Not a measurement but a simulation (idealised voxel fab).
The following process module bears the name voxel capacitor over wiring.
Cross-section cut spans 255 nm and uses square cells 5 nm in size.
For the purposes of this document, a cross-section shall be understood as a grid of square cells, specified as bands listed in top-to-bottom order, each band consisting of one or more rows of cells.
Look at the band entry: it leads with the top's height and the bottom's height in nm. Then it lists the materials left to right, with a width in nm for each. The word "all across" on a single material says that material fills the band edge to edge. The word "air" is empty space.
Height 0 is the level under which the wafer as received is all one material. The lowest band goes on downwards, as in "0 down".
A width given as "30..40" starts at the first number in the band's top row and ends at the second number in its bottom row, shifting by an equal amount at every step from row to row.
"everything unchanged" -> step changed no cross-section cell.
In "Cavities, sealed" the enclosed voids are listed, meaning empty spaces of 8 cells or larger without any opening to the top. The form is width x height at distance, distance from the left edge, units nm.
It should be noted that, on the line of a given step, the content following the step's settings is a remark produced by the simulator itself with respect to that step.
overlay nm: right-of-plan distance of the mask on a masked step; negative values mean left-of-plan.

-- These are the steps we planned for the process
step 1: RECEIVE [material Si]
step 2: CONFORMAL_DEP [material SiO2] [thk nm 15]
step 3: DIRECTIONAL_DEP [material TiN] [thk nm 5]
step 4: DIRECTIONAL_DEP [material Ru] [thk nm 15]
step 5: PATTERN [tone cover] [mask id METAL_1] [material resist] [width nm 30] [pitch nm 95] [thk nm 15] [overlay nm 0]
step 6: DIRECTIONAL_ETCH [etch materials Ru] [depth nm 15]
step 7: DIRECTIONAL_ETCH [etch materials TiN] [depth nm 5]
step 8: STRIP [etch materials resist]
step 9: FILL_DEP [material lowk] [thk nm 5]
step 10: CMP [height nm 35]
step 11: CONFORMAL_DEP [material SiCN] [thk nm 5]
step 12: DIRECTIONAL_DEP [material SiO2] [thk nm 10]
step 13: MASKED_ETCH [tone open] [mask id PLUG_1] [width nm 15] [etch materials SiO2] [depth nm 10] [overlay nm 0]
step 14: MASKED_ETCH [tone open] [mask id PLUG_1] [width nm 15] [etch materials SiCN] [depth nm 5] [overlay nm 0]
step 15: EPI [material Ru] [thk nm 10]
step 16: EPI [material Ru] [thk nm 5]
step 17: DIRECTIONAL_DEP [material TiN] [thk nm 5]
step 18: DIRECTIONAL_DEP [material HfO2] [thk nm 5]
step 19: DIRECTIONAL_DEP [material TiN] [thk nm 5]
step 20: DIRECTIONAL_DEP [material aC] [thk nm 10]
step 21: PATTERN [tone cover] [mask id UPPER_PLATE] [material resist] [width nm 70] [thk nm 25] [overlay nm 0]
step 22: DIRECTIONAL_ETCH [etch materials aC] [depth nm 10]
step 23: STRIP [etch materials resist]
step 24: DIRECTIONAL_ETCH [etch materials TiN] [depth nm 5]
step 25: DIRECTIONAL_ETCH [etch materials HfO2] [depth nm 5]
step 26: STRIP [etch materials aC]
step 27: PATTERN [tone cover] [mask id LOWER_PLATE] [material resist] [width nm 80] [thk nm 15] [overlay nm 0]
step 28: DIRECTIONAL_ETCH [etch materials TiN] [depth nm 5]
step 29: STRIP [etch materials resist]
step 30: FILL_DEP [material SiO2] [thk nm 15]
step 31: CMP [height nm 75]
step 32: PATTERN [tone open] [mask id PLUG_2] [material resist] [width nm 15] [thk nm 15] [overlay nm 0]
step 33: DIRECTIONAL_ETCH [etch materials SiO2] [depth nm 10]
step 34: STRIP [etch materials resist]
step 35: CONFORMAL_DEP [material TiN] [thk nm 5]
step 36: FILL_DEP [material Cu] [thk nm 10]
step 37: CMP [height nm 75]
step 38: CONFORMAL_DEP [material SiCN] [thk nm 5]

-- First of two wafers, with the run carried out as planned

-- Cross-section of the incoming wafer, state after step 1
> 0 down  Si all across
> Cavities, sealed: none

-- Once step 2 is through, the wafer looks like this in cross-section
> 15 to 0  SiO2 all across
> Anything lower than 0 is untouched.

-- Once step 3 is through, the wafer looks like this in cross-section
> 20 to 15  TiN all across
> Anything lower than 15 is untouched.

-- Once step 4 is through, the wafer looks like this in cross-section
> 35 to 20  Ru all across
> Anything lower than 20 is untouched.

-- Once step 5 is through, the wafer looks like this in cross-section
> 50 to 35  air 65 | resist 30 | air 65 | resist 30 | air 65
> Anything lower than 35 is untouched.

-- Once step 6 is through, the wafer looks like this in cross-section
> 50 to 35  air 65 | resist 30 | air 65 | resist 30 | air 65
> 35 to 20  air 65 | Ru 30 | air 65 | Ru 30 | air 65
> Anything lower than 20 is untouched.

-- Once step 7 is through, the wafer looks like this in cross-section
> 50 to 35  air 65 | resist 30 | air 65 | resist 30 | air 65
> 35 to 20  air 65 | Ru 30 | air 65 | Ru 30 | air 65
> 20 to 15  air 65 | TiN 30 | air 65 | TiN 30 | air 65
> Anything lower than 15 is untouched.

-- Once step 8 is through, the wafer looks like this in cross-section
> 35 to 20  air 65 | Ru 30 | air 65 | Ru 30 | air 65
> Anything lower than 20 is untouched.

-- Once step 9 is through, the wafer looks like this in cross-section
> 40 to 35  lowk all across
> 35 to 20  lowk 65 | Ru 30 | lowk 65 | Ru 30 | lowk 65
> 20 to 15  lowk 65 | TiN 30 | lowk 65 | TiN 30 | lowk 65
> Anything lower than 15 is untouched.

-- Once step 10 is through, the wafer looks like this in cross-section
> 35 to 20  lowk 65 | Ru 30 | lowk 65 | Ru 30 | lowk 65
> Anything lower than 20 is untouched.

-- Once step 11 is through, the wafer looks like this in cross-section
> 40 to 35  SiCN all across
> Anything lower than 35 is untouched.

-- Once step 12 is through, the wafer looks like this in cross-section
> 50 to 40  SiO2 all across
> Anything lower than 40 is untouched.

-- Once step 13 is through, the wafer looks like this in cross-section
> 50 to 40  SiO2 80 | air 15 | SiO2 160
> Anything lower than 40 is untouched.

-- Once step 14 is through, the wafer looks like this in cross-section
> 50 to 40  SiO2 80 | air 15 | SiO2 160
> 40 to 35  SiCN 80 | air 15 | SiCN 160
> Anything lower than 35 is untouched.

-- Once step 15 is through, the wafer looks like this in cross-section
> 50 to 45  SiO2 80 | air 15 | SiO2 160
> 45 to 40  SiO2 80 | Ru 15 | SiO2 160
> 40 to 35  SiCN 80 | Ru 15 | SiCN 160
> Anything lower than 35 is untouched.

-- Once step 16 is through, the wafer looks like this in cross-section
> 50 to 40  SiO2 80 | Ru 15 | SiO2 160
> Anything lower than 40 is untouched.

-- Once step 17 is through, the wafer looks like this in cross-section
> 55 to 50  TiN all across
> Anything lower than 50 is untouched.

-- Once step 18 is through, the wafer looks like this in cross-section
> 60 to 55  HfO2 all across
> Anything lower than 55 is untouched.

-- Once step 19 is through, the wafer looks like this in cross-section
> 65 to 60  TiN all across
> Anything lower than 60 is untouched.

-- Once step 20 is through, the wafer looks like this in cross-section
> 75 to 65  aC all across
> Anything lower than 65 is untouched.

-- Once step 21 is through, the wafer looks like this in cross-section
> 100 to 75  air 80 | resist 70 | air 105
> Anything lower than 75 is untouched.

-- Once step 22 is through, the wafer looks like this in cross-section
> 90 to 75  air 80 | resist 70 | air 105
> 75 to 65  air 80 | aC 70 | air 105
> Anything lower than 65 is untouched.

-- Once step 23 is through, the wafer looks like this in cross-section
> 75 to 65  air 80 | aC 70 | air 105
> Anything lower than 65 is untouched.

-- Once step 24 is through, the wafer looks like this in cross-section
> 75 to 65  air 80 | aC 70 | air 105
> 65 to 60  air 80 | TiN 70 | air 105
> Anything lower than 60 is untouched.

-- Once step 25 is through, the wafer looks like this in cross-section
> 75 to 65  air 80 | aC 70 | air 105
> 65 to 60  air 80 | TiN 70 | air 105
> 60 to 55  air 80 | HfO2 70 | air 105
> Anything lower than 55 is untouched.

-- Once step 26 is through, the wafer looks like this in cross-section
> 65 to 60  air 80 | TiN 70 | air 105
> Anything lower than 60 is untouched.

-- Once step 27 is through, the wafer looks like this in cross-section
> 80 to 65  air 75 | resist 80 | air 100
> 65 to 60  air 75 | resist 5 | TiN 70 | resist 5 | air 100
> 60 to 55  air 75 | resist 5 | HfO2 70 | resist 5 | air 100
> Anything lower than 55 is untouched.

-- Once step 28 is through, the wafer looks like this in cross-section
> 80 to 65  air 75 | resist 80 | air 100
> 65 to 60  air 75 | resist 5 | TiN 70 | resist 5 | air 100
> 60 to 55  air 75 | resist 5 | HfO2 70 | resist 5 | air 100
> 55 to 50  air 75 | TiN 80 | air 100
> Anything lower than 50 is untouched.

-- Once step 29 is through, the wafer looks like this in cross-section
> 65 to 60  air 80 | TiN 70 | air 105
> 60 to 55  air 80 | HfO2 70 | air 105
> Anything lower than 55 is untouched.

-- Once step 30 is through, the wafer looks like this in cross-section
> 80 to 65  SiO2 all across
> 65 to 60  SiO2 80 | TiN 70 | SiO2 105
> 60 to 55  SiO2 80 | HfO2 70 | SiO2 105
> 55 to 50  SiO2 75 | TiN 80 | SiO2 100
> Anything lower than 50 is untouched.

-- Once step 31 is through, the wafer looks like this in cross-section
> 75 to 65  SiO2 all across
> Anything lower than 65 is untouched.

-- Once step 32 is through, the wafer looks like this in cross-section
> 90 to 75  resist 90 | air 15 | resist 150
> Anything lower than 75 is untouched.

-- Once step 33 is through, the wafer looks like this in cross-section
> 90 to 75  resist 90 | air 15 | resist 150
> 75 to 65  SiO2 90 | air 15 | SiO2 150
> Anything lower than 65 is untouched.

-- Once step 34 is through, the wafer looks like this in cross-section
> 75 to 65  SiO2 90 | air 15 | SiO2 150
> Anything lower than 65 is untouched.

-- Once step 35 is through, the wafer looks like this in cross-section
> 80 to 75  TiN 95 | air 5 | TiN 155
> 75 to 70  SiO2 90 | TiN 5 | air 5 | TiN 5 | SiO2 150
> 70 to 60  SiO2 90..80 | TiN 15..70 | SiO2 150..105
> Anything lower than 60 is untouched.

-- Once step 36 is through, the wafer looks like this in cross-section
> 90 to 80  Cu all across
> 80 to 75  TiN 95 | Cu 5 | TiN 155
> 75 to 70  SiO2 90 | TiN 5 | Cu 5 | TiN 5 | SiO2 150
> Anything lower than 70 is untouched.

-- Once step 37 is through, the wafer looks like this in cross-section
> 75 to 70  SiO2 90 | TiN 5 | Cu 5 | TiN 5 | SiO2 150
> Anything lower than 70 is untouched.

-- Once step 38 is through, the wafer looks like this in cross-section
> 80 to 75  SiCN all across
> Anything lower than 75 is untouched.

-- It is to be noted that the second wafer proceeded from the same initial state and according to the same plan as the first, although one mistake was committed in its execution; through step 1, inclusive, the two wafers share an identical history

-- when step 2 should have ended
> 30 to 0  SiO2 all across
> Anything lower than 0 is untouched.

-- when step 3 should have ended
> 35 to 30  TiN all across
> Anything lower than 30 is untouched.

-- when step 4 should have ended
> 50 to 35  Ru all across
> Anything lower than 35 is untouched.

-- when step 5 should have ended
> 65 to 50  air 65 | resist 30 | air 65 | resist 30 | air 65
> Anything lower than 50 is untouched.

-- when step 6 should have ended
> 65 to 50  air 65 | resist 30 | air 65 | resist 30 | air 65
> 50 to 35  air 65 | Ru 30 | air 65 | Ru 30 | air 65
> Anything lower than 35 is untouched.

-- when step 7 should have ended
> 65 to 50  air 65 | resist 30 | air 65 | resist 30 | air 65
> 50 to 35  air 65 | Ru 30 | air 65 | Ru 30 | air 65
> 35 to 30  air 65 | TiN 30 | air 65 | TiN 30 | air 65
> Anything lower than 30 is untouched.

-- when step 8 should have ended
> 50 to 35  air 65 | Ru 30 | air 65 | Ru 30 | air 65
> Anything lower than 35 is untouched.

-- when step 9 should have ended
> 55 to 50  lowk all across
> 50 to 35  lowk 65 | Ru 30 | lowk 65 | Ru 30 | lowk 65
> 35 to 30  lowk 65 | TiN 30 | lowk 65 | TiN 30 | lowk 65
> Anything lower than 30 is untouched.

-- when step 10 should have ended
> 35 to 30  lowk 65 | TiN 30 | lowk 65 | TiN 30 | lowk 65
> Anything lower than 30 is untouched.

-- when step 11 should have ended
> 40 to 35  SiCN all across
> Anything lower than 35 is untouched.

-- when step 12 should have ended
> 50 to 40  SiO2 all across
> Anything lower than 40 is untouched.

-- when step 13 should have ended
> 50 to 40  SiO2 80 | air 15 | SiO2 160
> Anything lower than 40 is untouched.

-- when step 14 should have ended
> 50 to 40  SiO2 80 | air 15 | SiO2 160
> 40 to 35  SiCN 80 | air 15 | SiCN 160
> Anything lower than 35 is untouched.

-- when step 15 should have ended
> 50 to 45  SiO2 80 | air 15 | SiO2 160
> 45 to 40  SiO2 80 | Ru 15 | SiO2 160
> 40 to 35  SiCN 80 | Ru 15 | SiCN 160
> Anything lower than 35 is untouched.

-- when step 16 should have ended
> 50 to 40  SiO2 80 | Ru 15 | SiO2 160
> Anything lower than 40 is untouched.

-- when step 17 should have ended
> 55 to 50  TiN all across
> Anything lower than 50 is untouched.

-- when step 18 should have ended
> 60 to 55  HfO2 all across
> Anything lower than 55 is untouched.

-- when step 19 should have ended
> 65 to 60  TiN all across
> Anything lower than 60 is untouched.

-- when step 20 should have ended
> 75 to 65  aC all across
> Anything lower than 65 is untouched.

-- when step 21 should have ended
> 100 to 75  air 80 | resist 70 | air 105
> Anything lower than 75 is untouched.

-- when step 22 should have ended
> 90 to 75  air 80 | resist 70 | air 105
> 75 to 65  air 80 | aC 70 | air 105
> Anything lower than 65 is untouched.

-- when step 23 should have ended
> 75 to 65  air 80 | aC 70 | air 105
> Anything lower than 65 is untouched.

-- when step 24 should have ended
> 75 to 65  air 80 | aC 70 | air 105
> 65 to 60  air 80 | TiN 70 | air 105
> Anything lower than 60 is untouched.

-- when step 25 should have ended
> 75 to 65  air 80 | aC 70 | air 105
> 65 to 60  air 80 | TiN 70 | air 105
> 60 to 55  air 80 | HfO2 70 | air 105
> Anything lower than 55 is untouched.

-- when step 26 should have ended
> 65 to 60  air 80 | TiN 70 | air 105
> Anything lower than 60 is untouched.

-- when step 27 should have ended
> 80 to 65  air 75 | resist 80 | air 100
> 65 to 60  air 75 | resist 5 | TiN 70 | resist 5 | air 100
> 60 to 55  air 75 | resist 5 | HfO2 70 | resist 5 | air 100
> Anything lower than 55 is untouched.

-- when step 28 should have ended
> 80 to 65  air 75 | resist 80 | air 100
> 65 to 60  air 75 | resist 5 | TiN 70 | resist 5 | air 100
> 60 to 55  air 75 | resist 5 | HfO2 70 | resist 5 | air 100
> 55 to 50  air 75 | TiN 80 | air 100
> Anything lower than 50 is untouched.

-- when step 29 should have ended
> 65 to 60  air 80 | TiN 70 | air 105
> 60 to 55  air 80 | HfO2 70 | air 105
> Anything lower than 55 is untouched.

-- when step 30 should have ended
> 80 to 65  SiO2 all across
> 65 to 60  SiO2 80 | TiN 70 | SiO2 105
> 60 to 55  SiO2 80 | HfO2 70 | SiO2 105
> 55 to 50  SiO2 75 | TiN 80 | SiO2 100
> Anything lower than 50 is untouched.

-- when step 31 should have ended
> 75 to 65  SiO2 all across
> Anything lower than 65 is untouched.

-- when step 32 should have ended
> 90 to 75  resist 90 | air 15 | resist 150
> Anything lower than 75 is untouched.

-- when step 33 should have ended
> 90 to 75  resist 90 | air 15 | resist 150
> 75 to 65  SiO2 90 | air 15 | SiO2 150
> Anything lower than 65 is untouched.

-- when step 34 should have ended
> 75 to 65  SiO2 90 | air 15 | SiO2 150
> Anything lower than 65 is untouched.

-- when step 35 should have ended
> 80 to 75  TiN 95 | air 5 | TiN 155
> 75 to 70  SiO2 90 | TiN 5 | air 5 | TiN 5 | SiO2 150
> 70 to 60  SiO2 90..80 | TiN 15..70 | SiO2 150..105
> Anything lower than 60 is untouched.

-- when step 36 should have ended
> 90 to 80  Cu all across
> 80 to 75  TiN 95 | Cu 5 | TiN 155
> 75 to 70  SiO2 90 | TiN 5 | Cu 5 | TiN 5 | SiO2 150
> Anything lower than 70 is untouched.

-- when step 37 should have ended
> 75 to 70  SiO2 90 | TiN 5 | Cu 5 | TiN 5 | SiO2 150
> Anything lower than 70 is untouched.

-- when step 38 should have ended
> 80 to 75  SiCN all across
> Anything lower than 75 is untouched.
The mistake made against the process plan was this: plan step 2 ran twice
Bottom line after processing is that, in cells, the second wafer is up or down on some materials versus the first: 36 fewer of Ru, 153 more of SiO2, 117 fewer of lowk
